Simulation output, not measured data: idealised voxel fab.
Process module in this document: voxel capacitor over wiring
This is section cut - it's 250 nm across, gridded in 5 nm square cells.
Just so we're on the same page, the cross-sections are grids of square cells, and they're listed out in bands top to bottom, each band one or more rows deep.
Top, bottom (nm), then materials left to right with widths (nm); lone material tagged "full width" fills the whole band edge to edge; "empty" = empty space.
Height datum 0, below which the as-received substrate wafer is one material. Lowest band open at the bottom, running downward: "0..down".
It should be noted that a width expressed as "30 to 40" varies in equal increments from row to row of cells within the band, taking the value of the first number at the top row and that of the second number at the bottom row.
Take "stayed the same" at face value: in the step it is given for, the cross-section changed in none of its cells.
Closed void catalog: empty space of 8 cells or more with no open way to the top, each as width x height at its distance from the left edge, in nm
Past the settings on a step's line: simulator remark, on that step.
overlay nm: right-of-plan distance of the mask on a masked step; negative values mean left-of-plan.
[Here's what the planned process steps look like]
1. RECEIVE (material Si)
2. CONFORMAL_DEP (material SiO2; thk nm 10)
3. DIRECTIONAL_DEP (material TiN; thk nm 5)
4. DIRECTIONAL_DEP (material Ru; thk nm 25)
5. PATTERN (tone cover; mask id METAL_1; material resist; width nm 30; pitch nm 80; thk nm 20; overlay nm 0)
6. DIRECTIONAL_ETCH (etch materials Ru; depth nm 25)
7. DIRECTIONAL_ETCH (etch materials TiN; depth nm 5)
8. STRIP (etch materials resist)
9. CONFORMAL_DEP (material SiN; thk nm 5)
10. FILL_DEP (material SiO2; thk nm 10)
11. CMP (height nm 40)
12. CONFORMAL_DEP (material SiCN; thk nm 5)
13. DIRECTIONAL_DEP (material SiO2; thk nm 15)
14. PATTERN (tone open; mask id PLUG_1; material resist; width nm 15; thk nm 20; overlay nm 0)
15. DIRECTIONAL_ETCH (etch materials SiO2; depth nm 15)
16. DIRECTIONAL_ETCH (etch materials SiCN; depth nm 5)
17. STRIP (etch materials resist)
18. CONFORMAL_DEP (material TiN; thk nm 5)
19. FILL_DEP (material Cu; thk nm 5)
20. CMP (height nm 60)
21. DIRECTIONAL_DEP (material TiN; thk nm 5)
22. DIRECTIONAL_DEP (material SiN; thk nm 5)
23. DIRECTIONAL_DEP (material TiN; thk nm 10)
24. PATTERN (tone cover; mask id UPPER_PLATE; material resist; width nm 55; thk nm 20; overlay nm 0)
25. DIRECTIONAL_ETCH (etch materials TiN; depth nm 10)
26. DIRECTIONAL_ETCH (etch materials SiN; depth nm 5)
27. STRIP (etch materials resist)
28. PATTERN (tone cover; mask id LOWER_PLATE; material resist; width nm 65; thk nm 15; overlay nm 0)
29. DIRECTIONAL_ETCH (etch materials TiN; depth nm 5)
30. STRIP (etch materials resist)
31. FILL_DEP (material SiO2; thk nm 20)
32. CMP (height nm 95)
33. DIRECTIONAL_DEP (material aC; thk nm 15)
34. PATTERN (tone open; mask id PLUG_2; material resist; width nm 15; thk nm 35; overlay nm 0)
35. DIRECTIONAL_ETCH (etch materials aC; depth nm 15)
36. STRIP (etch materials resist)
37. DIRECTIONAL_ETCH (etch materials SiO2; depth nm 15)
38. STRIP (etch materials aC)
39. CONFORMAL_DEP (material TiN; thk nm 5)
40. FILL_DEP (material W; thk nm 10)
41. CMP (height nm 95)
42. CONFORMAL_DEP (material SiN; thk nm 5)
[First of the two wafers, run per plan]
[Wafer at receipt (post step 1), cross-section]
    0..down: Si full width
    Closed void catalog: none
[Upon completion of step 2, the wafer appears in cross-section as shown]
    10..0: SiO2 full width
    Lower than 0, everything is as it was.
[Upon completion of step 3, the wafer appears in cross-section as shown]
    15..10: TiN full width
    Lower than 10, everything is as it was.
[Upon completion of step 4, the wafer appears in cross-section as shown]
    40..15: Ru full width
    Lower than 15, everything is as it was.
[Upon completion of step 5, the wafer appears in cross-section as shown]
    60..40: 70 nm empty, then 30 nm resist, then 50 nm empty, then 30 nm resist, then 70 nm empty
    Lower than 40, everything is as it was.
[Upon completion of step 6, the wafer appears in cross-section as shown]
    60..40: 70 nm empty, then 30 nm resist, then 50 nm empty, then 30 nm resist, then 70 nm empty
    40..15: 70 nm empty, then 30 nm Ru, then 50 nm empty, then 30 nm Ru, then 70 nm empty
    Lower than 15, everything is as it was.
[Upon completion of step 7, the wafer appears in cross-section as shown]
    60..40: 70 nm empty, then 30 nm resist, then 50 nm empty, then 30 nm resist, then 70 nm empty
    40..15: 70 nm empty, then 30 nm Ru, then 50 nm empty, then 30 nm Ru, then 70 nm empty
    15..10: 70 nm empty, then 30 nm TiN, then 50 nm empty, then 30 nm TiN, then 70 nm empty
    Lower than 10, everything is as it was.
[Upon completion of step 8, the wafer appears in cross-section as shown]
    40..15: 70 nm empty, then 30 nm Ru, then 50 nm empty, then 30 nm Ru, then 70 nm empty
    Lower than 15, everything is as it was.
[Upon completion of step 9, the wafer appears in cross-section as shown]
    45..40: 65 nm empty, then 40 nm SiN, then 40 nm empty, then 40 nm SiN, then 65 nm empty
    40..15: 65 nm empty, then 5 nm SiN, then 30 nm Ru, then 5 nm SiN, then 40 nm empty, then 5 nm SiN, then 30 nm Ru, then 5 nm SiN, then 65 nm empty
    15..10: 70 nm SiN, then 30 nm TiN, then 50 nm SiN, then 30 nm TiN, then 70 nm SiN
    Lower than 10, everything is as it was.
[Upon completion of step 10, the wafer appears in cross-section as shown]
    55..45: SiO2 full width
    45..40: 65 nm SiO2, then 40 nm SiN, then 40 nm SiO2, then 40 nm SiN, then 65 nm SiO2
    40..15: 65 nm SiO2, then 5 nm SiN, then 30 nm Ru, then 5 nm SiN, then 40 nm SiO2, then 5 nm SiN, then 30 nm Ru, then 5 nm SiN, then 65 nm SiO2
    Lower than 15, everything is as it was.
[Upon completion of step 11, the wafer appears in cross-section as shown]
    40..15: 65 nm SiO2, then 5 nm SiN, then 30 nm Ru, then 5 nm SiN, then 40 nm SiO2, then 5 nm SiN, then 30 nm Ru, then 5 nm SiN, then 65 nm SiO2
    Lower than 15, everything is as it was.
[Upon completion of step 12, the wafer appears in cross-section as shown]
    45..40: SiCN full width
    Lower than 40, everything is as it was.
[Upon completion of step 13, the wafer appears in cross-section as shown]
    60..45: SiO2 full width
    Lower than 45, everything is as it was.
[Upon completion of step 14, the wafer appears in cross-section as shown]
    80..60: 85 nm resist, then 15 nm empty, then 150 nm resist
    Lower than 60, everything is as it was.
[Upon completion of step 15, the wafer appears in cross-section as shown]
    80..60: 85 nm resist, then 15 nm empty, then 150 nm resist
    60..45: 85 nm SiO2, then 15 nm empty, then 150 nm SiO2
    Lower than 45, everything is as it was.
[Upon completion of step 16, the wafer appears in cross-section as shown]
    80..60: 85 nm resist, then 15 nm empty, then 150 nm resist
    60..45: 85 nm SiO2, then 15 nm empty, then 150 nm SiO2
    45..40: 85 nm SiCN, then 15 nm empty, then 150 nm SiCN
    Lower than 40, everything is as it was.
[Upon completion of step 17, the wafer appears in cross-section as shown]
    60..45: 85 nm SiO2, then 15 nm empty, then 150 nm SiO2
    Lower than 45, everything is as it was.
[Upon completion of step 18, the wafer appears in cross-section as shown]
    65..60: 90 nm TiN, then 5 nm empty, then 155 nm TiN
    60..45: 85 nm SiO2, then 5 nm TiN, then 5 nm empty, then 5 nm TiN, then 150 nm SiO2
    45..40: 85 nm SiCN, then 15 nm TiN, then 150 nm SiCN
    Lower than 40, everything is as it was.
[Upon completion of step 19, the wafer appears in cross-section as shown]
    70..65: Cu full width
    65..60: 90 nm TiN, then 5 nm Cu, then 155 nm TiN
    60..45: 85 nm SiO2, then 5 nm TiN, then 5 nm Cu, then 5 nm TiN, then 150 nm SiO2
    Lower than 45, everything is as it was.
[Upon completion of step 20, the wafer appears in cross-section as shown]
    60..45: 85 nm SiO2, then 5 nm TiN, then 5 nm Cu, then 5 nm TiN, then 150 nm SiO2
    Lower than 45, everything is as it was.
[Upon completion of step 21, the wafer appears in cross-section as shown]
    65..60: TiN full width
    Lower than 60, everything is as it was.
[Upon completion of step 22, the wafer appears in cross-section as shown]
    70..65: SiN full width
    Lower than 65, everything is as it was.
[Upon completion of step 23, the wafer appears in cross-section as shown]
    80..70: TiN full width
    Lower than 70, everything is as it was.
[Upon completion of step 24, the wafer appears in cross-section as shown]
    100..80: 85 nm empty, then 55 nm resist, then 110 nm empty
    Lower than 80, everything is as it was.
[Upon completion of step 25, the wafer appears in cross-section as shown]
    100..80: 85 nm empty, then 55 nm resist, then 110 nm empty
    80..70: 85 nm empty, then 55 nm TiN, then 110 nm empty
    Lower than 70, everything is as it was.
[Upon completion of step 26, the wafer appears in cross-section as shown]
    100..80: 85 nm empty, then 55 nm resist, then 110 nm empty
    80..70: 85 nm empty, then 55 nm TiN, then 110 nm empty
    70..65: 85 nm empty, then 55 nm SiN, then 110 nm empty
    Lower than 65, everything is as it was.
[Upon completion of step 27, the wafer appears in cross-section as shown]
    80..70: 85 nm empty, then 55 nm TiN, then 110 nm empty
    Lower than 70, everything is as it was.
[Upon completion of step 28, the wafer appears in cross-section as shown]
    95..80: 80 nm empty, then 65 nm resist, then 105 nm empty
    80..70: 80 nm empty, then 5 nm resist, then 55 nm TiN, then 5 nm resist, then 105 nm empty
    70..65: 80 nm empty, then 5 nm resist, then 55 nm SiN, then 5 nm resist, then 105 nm empty
    Lower than 65, everything is as it was.
[Upon completion of step 29, the wafer appears in cross-section as shown]
    95..80: 80 nm empty, then 65 nm resist, then 105 nm empty
    80..70: 80 nm empty, then 5 nm resist, then 55 nm TiN, then 5 nm resist, then 105 nm empty
    70..65: 80 nm empty, then 5 nm resist, then 55 nm SiN, then 5 nm resist, then 105 nm empty
    65..60: 80 nm empty, then 65 nm TiN, then 105 nm empty
    Lower than 60, everything is as it was.
[Upon completion of step 30, the wafer appears in cross-section as shown]
    80..70: 85 nm empty, then 55 nm TiN, then 110 nm empty
    70..65: 85 nm empty, then 55 nm SiN, then 110 nm empty
    Lower than 65, everything is as it was.
[Upon completion of step 31, the wafer appears in cross-section as shown]
    100..80: SiO2 full width
    80..70: 85 nm SiO2, then 55 nm TiN, then 110 nm SiO2
    70..65: 85 nm SiO2, then 55 nm SiN, then 110 nm SiO2
    65..60: 80 nm SiO2, then 65 nm TiN, then 105 nm SiO2
    Lower than 60, everything is as it was.
[Upon completion of step 32, the wafer appears in cross-section as shown]
    95..80: SiO2 full width
    Lower than 80, everything is as it was.
[Upon completion of step 33, the wafer appears in cross-section as shown]
    110..95: aC full width
    Lower than 95, everything is as it was.
[Upon completion of step 34, the wafer appears in cross-section as shown]
    145..110: 95 nm resist, then 15 nm empty, then 140 nm resist
    Lower than 110, everything is as it was.
[Upon completion of step 35, the wafer appears in cross-section as shown]
    130..110: 95 nm resist, then 15 nm empty, then 140 nm resist
    110..95: 95 nm aC, then 15 nm empty, then 140 nm aC
    Lower than 95, everything is as it was.
[Upon completion of step 36, the wafer appears in cross-section as shown]
    110..95: 95 nm aC, then 15 nm empty, then 140 nm aC
    Lower than 95, everything is as it was.
[Upon completion of step 37, the wafer appears in cross-section as shown]
    110..95: 95 nm aC, then 15 nm empty, then 140 nm aC
    95..80: 95 nm SiO2, then 15 nm empty, then 140 nm SiO2
    Lower than 80, everything is as it was.
[Upon completion of step 38, the wafer appears in cross-section as shown]
    95..80: 95 nm SiO2, then 15 nm empty, then 140 nm SiO2
    Lower than 80, everything is as it was.
[Upon completion of step 39, the wafer appears in cross-section as shown]
    100..95: 100 nm TiN, then 5 nm empty, then 145 nm TiN
    95..85: 95 nm SiO2, then 5 nm TiN, then 5 nm empty, then 5 nm TiN, then 140 nm SiO2
    85..80: 95 nm SiO2, then 15 nm TiN, then 140 nm SiO2
    Lower than 80, everything is as it was.
[Upon completion of step 40, the wafer appears in cross-section as shown]
    110..100: W full width
    100..95: 100 nm TiN, then 5 nm W, then 145 nm TiN
    95..85: 95 nm SiO2, then 5 nm TiN, then 5 nm W, then 5 nm TiN, then 140 nm SiO2
    Lower than 85, everything is as it was.
[Upon completion of step 41, the wafer appears in cross-section as shown]
    95..85: 95 nm SiO2, then 5 nm TiN, then 5 nm W, then 5 nm TiN, then 140 nm SiO2
    Lower than 85, everything is as it was.
[Upon completion of step 42, the wafer appears in cross-section as shown]
    100..95: SiN full width
    Lower than 95, everything is as it was.
[Here the second wafer is described. Its start and its plan were those of the first wafer. Its run contained one mistake. Up to and including step 33, it did exactly what the first wafer did]
[Cross-sectional view of the second wafer at the intended end time of process step 34]
    145..110: 90 nm resist, then 25 nm empty, then 135 nm resist
    Lower than 110, everything is as it was.
[Cross-sectional view of the second wafer at the intended end time of process step 35]
    130..110: 90 nm resist, then 25 nm empty, then 135 nm resist
    110..95: 90 nm aC, then 25 nm empty, then 135 nm aC
    Lower than 95, everything is as it was.
[Cross-sectional view of the second wafer at the intended end time of process step 36]
    110..95: 90 nm aC, then 25 nm empty, then 135 nm aC
    Lower than 95, everything is as it was.
[Cross-sectional view of the second wafer at the intended end time of process step 37]
    110..95: 90 nm aC, then 25 nm empty, then 135 nm aC
    95..80: 90 nm SiO2, then 25 nm empty, then 135 nm SiO2
    Lower than 80, everything is as it was.
[Cross-sectional view of the second wafer at the intended end time of process step 38]
    95..80: 90 nm SiO2, then 25 nm empty, then 135 nm SiO2
    Lower than 80, everything is as it was.
[Cross-sectional view of the second wafer at the intended end time of process step 39]
    100..95: 95 nm TiN, then 15 nm empty, then 140 nm TiN
    95..85: 90 nm SiO2, then 5 nm TiN, then 15 nm empty, then 5 nm TiN, then 135 nm SiO2
    85..80: 90 nm SiO2, then 25 nm TiN, then 135 nm SiO2
    Lower than 80, everything is as it was.
[Cross-sectional view of the second wafer at the intended end time of process step 40]
    110..100: W full width
    100..95: 95 nm TiN, then 15 nm W, then 140 nm TiN
    95..85: 90 nm SiO2, then 5 nm TiN, then 15 nm W, then 5 nm TiN, then 135 nm SiO2
    Lower than 85, everything is as it was.
[Cross-sectional view of the second wafer at the intended end time of process step 41]
    95..85: 90 nm SiO2, then 5 nm TiN, then 15 nm W, then 5 nm TiN, then 135 nm SiO2
    Lower than 85, everything is as it was.
[Cross-sectional view of the second wafer at the intended end time of process step 42]
    100..95: SiN full width
    Lower than 95, everything is as it was.
What was done differently from what was planned? step 34 was processed under conditions differing from the plan, specifically as PATTERN (tone open; mask id PLUG_2; material resist; width nm 25; thk nm 35; overlay nm 0)
Count the cells at the end and the second wafer has more or fewer of some materials than the first: SiO2: 6 fewer; TiN: 2 more; W: 4 more
